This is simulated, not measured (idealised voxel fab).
process module | voxel wiring stack
cross-section cut | 265 nm wide | cells 5 nm
A cross-section is a grid of square cells, given in bands from the top down. A band is one or more rows of cells.
Each band's line starts with the height of the band's top and of its bottom, in nm. Then come its materials from left to right, each with its width in nm. One material with "throughout" fills the band from edge to edge. "air" is empty space.
Height 0 is the level under which the wafer as received is all one material. The lowest band goes on downwards, as in "0 down".
A width such as "30 to 40" changes by the same amount from each row of cells to the next, from the band's top row to its bottom row.
"no change" after a step means that no cell of the cross-section changed.
closed voids: empty space of 8 cells or more with no open way to the top, each as width x height at its distance from the left edge, in nm
after a step's settings: what the simulator itself notes on the step
overlay nm, on a step with a mask: how far to the right of its planned place the mask lay; to the left if negative
Each pair below shows a cross-section before one step and the cross-section after it, down to the lowest band that changed. The line under each pair gives the step between them, with its settings. The pairs can come from different runs of this module on the same starting wafer, so a pair continues from the pair above only where its "before" says so.
before
  95 to 90: air 95 | SiN 30 | air 10 | SiN 30 | air 100
  90 to 70: air 95 | SiN 5 | W 20 | SiN 5 | air 10 | SiN 5 | W 20 | SiN 5 | air 100
  70 to 65: SiN 100 | TiN 20 | SiN 20 | TiN 20 | SiN 105
  65 to 45: SiN throughout
  45 to 40: SiCN throughout
  40 to 35: SiCN 95 | Ru 30 | SiCN 10 | Ru 30 | SiCN 100
  35 to 20: SiO2 100 | TiN 5 | Ru 10 | TiN 5 | SiO2 20 | TiN 5 | Ru 10 | TiN 5 | SiO2 105
  20 to 15: SiN 100 | TiN 20 | SiN 20 | TiN 20 | SiN 105
  15 to 0: SiO2 throughout
  0 down: Si throughout
  closed voids: none
after
  100 to 95: SiO2 throughout
  95 to 90: SiO2 95 | SiN 30 | SiO2 10 | SiN 30 | SiO2 100
  90 to 70: SiO2 95 | SiN 5 | W 20 | SiN 5 | SiO2 10 | SiN 5 | W 20 | SiN 5 | SiO2 100
  below 70: unchanged
  closed voids: none
the step between: op FILL_DEP | material SiO2 | thk nm 5
before: the cross-section after the pair above
after
  90 to 70: SiO2 95 | SiN 5 | W 20 | SiN 5 | SiO2 10 | SiN 5 | W 20 | SiN 5 | SiO2 100
  below 70: unchanged
  closed voids: none
the step between: op CMP | height nm 90
before: the cross-section after the pair above
after
  95 to 90: SiCN throughout
  below 90: unchanged
  closed voids: none
the step between: op CONFORMAL_DEP | material SiCN | thk nm 5
before: the cross-section after the pair above
after
  125 to 95: SiO2 throughout
  below 95: unchanged
  closed voids: none
the step between: op DIRECTIONAL_DEP | material SiO2 | thk nm 30
before: the cross-section after the pair above
after
  140 to 125: resist 100 | air 20 | resist 20 | air 20 | resist 105
  below 125: unchanged
  closed voids: none
the step between: op PATTERN | tone open | mask id METAL_3 | material resist | width nm 20 | pitch nm 40 | thk nm 15 | overlay nm 0
before: the cross-section after the pair above
after
  140 to 125: resist 100 | air 20 | resist 20 | air 20 | resist 105
  125 to 110: SiO2 100 | air 20 | SiO2 20 | air 20 | SiO2 105
  below 110: unchanged
  closed voids: none
the step between: op DIRECTIONAL_ETCH | etch materials SiO2 | depth nm 15
before: the cross-section after the pair above
after
  125 to 110: SiO2 100 | air 20 | SiO2 20 | air 20 | SiO2 105
  below 110: unchanged
  closed voids: none
the step between: op STRIP | etch materials resist
before: the cross-section after the pair above
after
  140 to 125: resist 100 | air 15 | resist 25 | air 15 | resist 110
  125 to 110: SiO2 100 | air 15 | resist 5 | SiO2 20 | air 15 | resist 5 | SiO2 105
  below 110: unchanged
  closed voids: none
the step between: op PATTERN | tone open | mask id METAL_3_HOLES | material resist | width nm 15 | pitch nm 40 | thk nm 15 | overlay nm 0
before: the cross-section after the pair above
after
  140 to 125: resist 100 | air 15 | resist 25 | air 15 | resist 110
  125 to 110: SiO2 100 | air 15 | resist 5 | SiO2 20 | air 15 | resist 5 | SiO2 105
  110 to 95: SiO2 100 | air 15 | SiO2 25 | air 15 | SiO2 110
  below 95: unchanged
  closed voids: none
the step between: op DIRECTIONAL_ETCH | etch materials SiO2 | depth nm 15
before: the cross-section after the pair above
after
  140 to 125: resist 100 | air 15 | resist 25 | air 15 | resist 110
  125 to 110: SiO2 100 | air 15 | resist 5 | SiO2 20 | air 15 | resist 5 | SiO2 105
  110 to 95: SiO2 100 | air 15 | SiO2 25 | air 15 | SiO2 110
  95 to 90: SiCN 100 | air 15 | SiCN 25 | air 15 | SiCN 110
  below 90: unchanged
  closed voids: none
the step between: op DIRECTIONAL_ETCH | etch materials SiCN | depth nm 5
before: the cross-section after the pair above
after
  125 to 110: SiO2 100 | air 20 | SiO2 20 | air 20 | SiO2 105
  below 110: unchanged
  closed voids: none
the step between: op STRIP | etch materials resist
before: the cross-section after the pair above
after
  130 to 125: TiN 105 | air 10 | TiN 30 | air 10 | TiN 110
  125 to 115: SiO2 100 | TiN 5 | air 10 | TiN 5 | SiO2 20 | TiN 5 | air 10 | TiN 5 | SiO2 105
  115 to 110: SiO2 100 | TiN 5 | air 5 | TiN 10 | SiO2 20 | TiN 5 | air 5 | TiN 10 | SiO2 105
  110 to 95: SiO2 100 | TiN 5 | air 5 | TiN 5 | SiO2 25 | TiN 5 | air 5 | TiN 5 | SiO2 110
  95 to 90: SiCN 100 | TiN 15 | SiCN 25 | TiN 15 | SiCN 110
  below 90: unchanged
  closed voids: none
the step between: op CONFORMAL_DEP | material TiN | thk nm 5
before: the cross-section after the pair above
after
  135 to 130: Cu throughout
  130 to 125: TiN 105 | Cu 10 | TiN 30 | Cu 10 | TiN 110
  125 to 115: SiO2 100 | TiN 5 | Cu 10 | TiN 5 | SiO2 20 | TiN 5 | Cu 10 | TiN 5 | SiO2 105
  115 to 110: SiO2 100 | TiN 5 | Cu 5 | TiN 10 | SiO2 20 | TiN 5 | Cu 5 | TiN 10 | SiO2 105
  110 to 95: SiO2 100 | TiN 5 | Cu 5 | TiN 5 | SiO2 25 | TiN 5 | Cu 5 | TiN 5 | SiO2 110
  below 95: unchanged
  closed voids: none
the step between: op FILL_DEP | material Cu | thk nm 5
before: the cross-section after the pair above
after
  125 to 115: SiO2 100 | TiN 5 | Cu 10 | TiN 5 | SiO2 20 | TiN 5 | Cu 10 | TiN 5 | SiO2 105
  below 115: unchanged
  closed voids: none
the step between: op CMP | height nm 125
before: the cross-section after the pair above
after
  130 to 125: SiN throughout
  below 125: unchanged
  closed voids: none
the step between: op CONFORMAL_DEP | material SiN | thk nm 5
before
  35 to 20: SiO2 throughout
  20 to 15: SiN throughout
  15 to 0: SiO2 throughout
  0 down: Si throughout
  closed voids: none
after
  55 to 35: air 100 | resist 20 | air 20 | resist 20 | air 105
  below 35: unchanged
  closed voids: none
the step between: op PATTERN | tone cover | mask id METAL_1 | material resist | width nm 20 | pitch nm 40 | thk nm 20 | overlay nm 0
before: the cross-section after the pair above
after
  55 to 35: air 100 | resist 20 | air 20 | resist 20 | air 105
  35 to 20: air 100 | SiO2 20 | air 20 | SiO2 20 | air 105
  below 20: unchanged
  closed voids: none
the step between: op DIRECTIONAL_ETCH | etch materials SiO2 | depth nm 15
before: the cross-section after the pair above
after
  55 to 35: air 100 | resist 20 | air 20 | resist 20 | air 105
  35 to 20: air 100 | SiO2 20 | air 20 | SiO2 20 | air 105
  20 to 15: air 100 | SiN 20 | air 20 | SiN 20 | air 105
  below 15: unchanged
  closed voids: none
the step between: op DIRECTIONAL_ETCH | etch materials SiN | depth nm 5
before: the cross-section after the pair above
after
  35 to 20: air 100 | SiO2 20 | air 20 | SiO2 20 | air 105
  below 20: unchanged
  closed voids: none
the step between: op STRIP | etch materials resist
before: the cross-section after the pair above
after
  40 to 35: air 95 | TiN 30 | air 10 | TiN 30 | air 100
  35 to 20: air 95 | TiN 5 | SiO2 20 | TiN 5 | air 10 | TiN 5 | SiO2 20 | TiN 5 | air 100
  20 to 15: TiN 100 | SiN 20 | TiN 20 | SiN 20 | TiN 105
  below 15: unchanged
  closed voids: none
the step between: op CONFORMAL_DEP | material TiN | thk nm 5
before: the cross-section after the pair above
after
  50 to 40: Ru throughout
  40 to 35: Ru 95 | TiN 30 | Ru 10 | TiN 30 | Ru 100
  35 to 20: Ru 95 | TiN 5 | SiO2 20 | TiN 5 | Ru 10 | TiN 5 | SiO2 20 | TiN 5 | Ru 100
  below 20: unchanged
  closed voids: none
the step between: op FILL_DEP | material Ru | thk nm 10
before: the cross-section after the pair above
after
  35 to 20: Ru 95 | TiN 5 | SiO2 20 | TiN 5 | Ru 10 | TiN 5 | SiO2 20 | TiN 5 | Ru 100
  below 20: unchanged
  closed voids: none
the step between: op CMP | height nm 35
before: the cross-section after the pair above
after
  40 to 35: Ru 105 | air 10 | Ru 30 | air 10 | Ru 110
  below 35: unchanged
  closed voids: none
the step between: op EPI | material Ru | thk nm 5
before: the cross-section after the pair above
after
  45 to 40: SiCN throughout
  40 to 35: Ru 105 | SiCN 10 | Ru 30 | SiCN 10 | Ru 110
  below 35: unchanged
  closed voids: none
the step between: op FILL_DEP | material SiCN | thk nm 5
before: the cross-section after the pair above
after
  65 to 45: SiO2 throughout
  below 45: unchanged
  closed voids: none
the step between: op DIRECTIONAL_DEP | material SiO2 | thk nm 20
before: the cross-section after the pair above
after
  85 to 65: resist 100 | air 15 | resist 25 | air 15 | resist 110
  below 65: unchanged
  closed voids: none
the step between: op PATTERN | tone open | mask id PLUG_1 | material resist | width nm 15 | pitch nm 40 | thk nm 20 | overlay nm 0
before: the cross-section after the pair above
after
  85 to 65: resist 100 | air 15 | resist 25 | air 15 | resist 110
  65 to 45: SiO2 100 | air 15 | SiO2 25 | air 15 | SiO2 110
  below 45: unchanged
  closed voids: none
the step between: op DIRECTIONAL_ETCH | etch materials SiO2 | depth nm 20
before: the cross-section after the pair above
after
  85 to 65: resist 100 | air 15 | resist 25 | air 15 | resist 110
  65 to 45: SiO2 100 | air 15 | SiO2 25 | air 15 | SiO2 110
  45 to 40: SiCN 100 | air 15 | SiCN 25 | air 15 | SiCN 110
  below 40: unchanged
  closed voids: none
the step between: op DIRECTIONAL_ETCH | etch materials SiCN | depth nm 5
before: the cross-section after the pair above
after
  65 to 45: SiO2 100 | air 15 | SiO2 25 | air 15 | SiO2 110
  below 45: unchanged
  closed voids: none
the step between: op STRIP | etch materials resist
before: the cross-section after the pair above
after
  70 to 65: TiN 105 | air 5 | TiN 35 | air 5 | TiN 115
  65 to 45: SiO2 100 | TiN 5 | air 5 | TiN 5 | SiO2 25 | TiN 5 | air 5 | TiN 5 | SiO2 110
  45 to 40: SiCN 100 | TiN 15 | SiCN 25 | TiN 15 | SiCN 110
  below 40: unchanged
  closed voids: none
the step between: op CONFORMAL_DEP | material TiN | thk nm 5
before: the cross-section after the pair above
after
  80 to 70: W throughout
  70 to 65: TiN 105 | W 5 | TiN 35 | W 5 | TiN 115
  65 to 45: SiO2 100 | TiN 5 | W 5 | TiN 5 | SiO2 25 | TiN 5 | W 5 | TiN 5 | SiO2 110
  below 45: unchanged
  closed voids: none
the step between: op FILL_DEP | material W | thk nm 10
before: the cross-section after the pair above
after
  65 to 45: SiO2 100 | TiN 5 | W 5 | TiN 5 | SiO2 25 | TiN 5 | W 5 | TiN 5 | SiO2 110
  below 45: unchanged
  closed voids: none
the step between: op CMP | height nm 65
before: the cross-section after the pair above
after
  70 to 65: TiN throughout
  below 65: unchanged
  closed voids: none
the step between: op DIRECTIONAL_DEP | material TiN | thk nm 5
before: the cross-section after the pair above
after
  90 to 70: W throughout
  below 70: unchanged
  closed voids: none
the step between: op DIRECTIONAL_DEP | material W | thk nm 20
before: the cross-section after the pair above
after
  90 to 70: air 100 | W 20 | air 20 | W 20 | air 105
  below 70: unchanged
  closed voids: none
the step between: op MASKED_ETCH | tone cover | mask id METAL_2 | width nm 20 | pitch nm 40 | etch materials W | depth nm 20 | overlay nm 0
before: the cross-section after the pair above
after
  90 to 70: air 100 | W 20 | air 20 | W 20 | air 105
  70 to 65: air 100 | TiN 20 | air 20 | TiN 20 | air 105
  below 65: unchanged
  closed voids: none
the step between: op MASKED_ETCH | tone cover | mask id METAL_2 | width nm 20 | pitch nm 40 | etch materials TiN | depth nm 5 | overlay nm 0
before: the cross-section after the pair above
after
  95 to 90: air 95 | SiN 30 | air 10 | SiN 30 | air 100
  90 to 70: air 95 | SiN 5 | W 20 | SiN 5 | air 10 | SiN 5 | W 20 | SiN 5 | air 100
  70 to 65: SiN 100 | TiN 20 | SiN 20 | TiN 20 | SiN 105
  below 65: unchanged
  closed voids: none
the step between: op CONFORMAL_DEP | material SiN | thk nm 5
before: the cross-section after the pair above
after
  100 to 95: SiO2 throughout
  95 to 90: SiO2 95 | SiN 30 | SiO2 10 | SiN 30 | SiO2 100
  90 to 70: SiO2 95 | SiN 5 | W 20 | SiN 5 | SiO2 10 | SiN 5 | W 20 | SiN 5 | SiO2 100
  below 70: unchanged
  closed voids: none
the step between: op FILL_DEP | material SiO2 | thk nm 5
before: the cross-section after the pair above
after
  90 to 70: SiO2 95 | SiN 5 | W 20 | SiN 5 | SiO2 10 | SiN 5 | W 20 | SiN 5 | SiO2 100
  below 70: unchanged
  closed voids: none
the step between: op CMP | height nm 90
before: the cross-section after the pair above
after
  95 to 90: SiCN throughout
  below 90: unchanged
  closed voids: none
the step between: op CONFORMAL_DEP | material SiCN | thk nm 5
before: the cross-section after the pair above
after
  125 to 95: SiO2 throughout
  below 95: unchanged
  closed voids: none
the step between: op DIRECTIONAL_DEP | material SiO2 | thk nm 30
before: the cross-section after the pair above
after
  140 to 125: resist 100 | air 20 | resist 20 | air 20 | resist 105
  below 125: unchanged
  closed voids: none
the step between: op PATTERN | tone open | mask id METAL_3 | material resist | width nm 20 | pitch nm 40 | thk nm 15 | overlay nm 0
before: the cross-section after the pair above
after
  140 to 125: resist 100 | air 20 | resist 20 | air 20 | resist 105
  125 to 110: SiO2 100 | air 20 | SiO2 20 | air 20 | SiO2 105
  below 110: unchanged
  closed voids: none
the step between: op DIRECTIONAL_ETCH | etch materials SiO2 | depth nm 15
before: the cross-section after the pair above
after
  125 to 110: SiO2 100 | air 20 | SiO2 20 | air 20 | SiO2 105
  below 110: unchanged
  closed voids: none
the step between: op STRIP | etch materials resist
before: the cross-section after the pair above
after
  140 to 125: resist 100 | air 15 | resist 25 | air 15 | resist 110
  125 to 110: SiO2 100 | air 15 | resist 5 | SiO2 20 | air 15 | resist 5 | SiO2 105
  below 110: unchanged
  closed voids: none
the step between: op PATTERN | tone open | mask id METAL_3_HOLES | material resist | width nm 15 | pitch nm 40 | thk nm 15 | overlay nm 0
before: the cross-section after the pair above
after
  140 to 125: resist 100 | air 15 | resist 25 | air 15 | resist 110
  125 to 110: SiO2 100 | air 15 | resist 5 | SiO2 20 | air 15 | resist 5 | SiO2 105
  110 to 95: SiO2 100 | air 15 | SiO2 25 | air 15 | SiO2 110
  below 95: unchanged
  closed voids: none
the step between: op DIRECTIONAL_ETCH | etch materials SiO2 | depth nm 15
before: the cross-section after the pair above
after
  140 to 125: resist 100 | air 15 | resist 25 | air 15 | resist 110
  125 to 110: SiO2 100 | air 15 | resist 5 | SiO2 20 | air 15 | resist 5 | SiO2 105
  110 to 95: SiO2 100 | air 15 | SiO2 25 | air 15 | SiO2 110
  95 to 90: SiCN 100 | air 15 | SiCN 25 | air 15 | SiCN 110
  below 90: unchanged
  closed voids: none
the step between: op DIRECTIONAL_ETCH | etch materials SiCN | depth nm 5
before: the cross-section after the pair above
after
  125 to 110: SiO2 100 | air 20 | SiO2 20 | air 20 | SiO2 105
  below 110: unchanged
  closed voids: none
the step between: op STRIP | etch materials resist
before: the cross-section after the pair above
after
  130 to 125: TiN 105 | air 10 | TiN 30 | air 10 | TiN 110
  125 to 115: SiO2 100 | TiN 5 | air 10 | TiN 5 | SiO2 20 | TiN 5 | air 10 | TiN 5 | SiO2 105
  115 to 110: SiO2 100 | TiN 5 | air 5 | TiN 10 | SiO2 20 | TiN 5 | air 5 | TiN 10 | SiO2 105
  110 to 95: SiO2 100 | TiN 5 | air 5 | TiN 5 | SiO2 25 | TiN 5 | air 5 | TiN 5 | SiO2 110
  95 to 90: SiCN 100 | TiN 15 | SiCN 25 | TiN 15 | SiCN 110
  below 90: unchanged
  closed voids: none
the step between: op CONFORMAL_DEP | material TiN | thk nm 5
before: the cross-section after the pair above
after
  135 to 130: Cu throughout
  130 to 125: TiN 105 | Cu 10 | TiN 30 | Cu 10 | TiN 110
  125 to 115: SiO2 100 | TiN 5 | Cu 10 | TiN 5 | SiO2 20 | TiN 5 | Cu 10 | TiN 5 | SiO2 105
  115 to 110: SiO2 100 | TiN 5 | Cu 5 | TiN 10 | SiO2 20 | TiN 5 | Cu 5 | TiN 10 | SiO2 105
  110 to 95: SiO2 100 | TiN 5 | Cu 5 | TiN 5 | SiO2 25 | TiN 5 | Cu 5 | TiN 5 | SiO2 110
  below 95: unchanged
  closed voids: none
the step between: op FILL_DEP | material Cu | thk nm 5
before: the cross-section after the pair above
after
  125 to 115: SiO2 100 | TiN 5 | Cu 10 | TiN 5 | SiO2 20 | TiN 5 | Cu 10 | TiN 5 | SiO2 105
  below 115: unchanged
  closed voids: none
the step between: op CMP | height nm 125
before: the cross-section after the pair above
after
  130 to 125: SiN throughout
  below 125: unchanged
  closed voids: none
the step between: op CONFORMAL_DEP | material SiN | thk nm 5
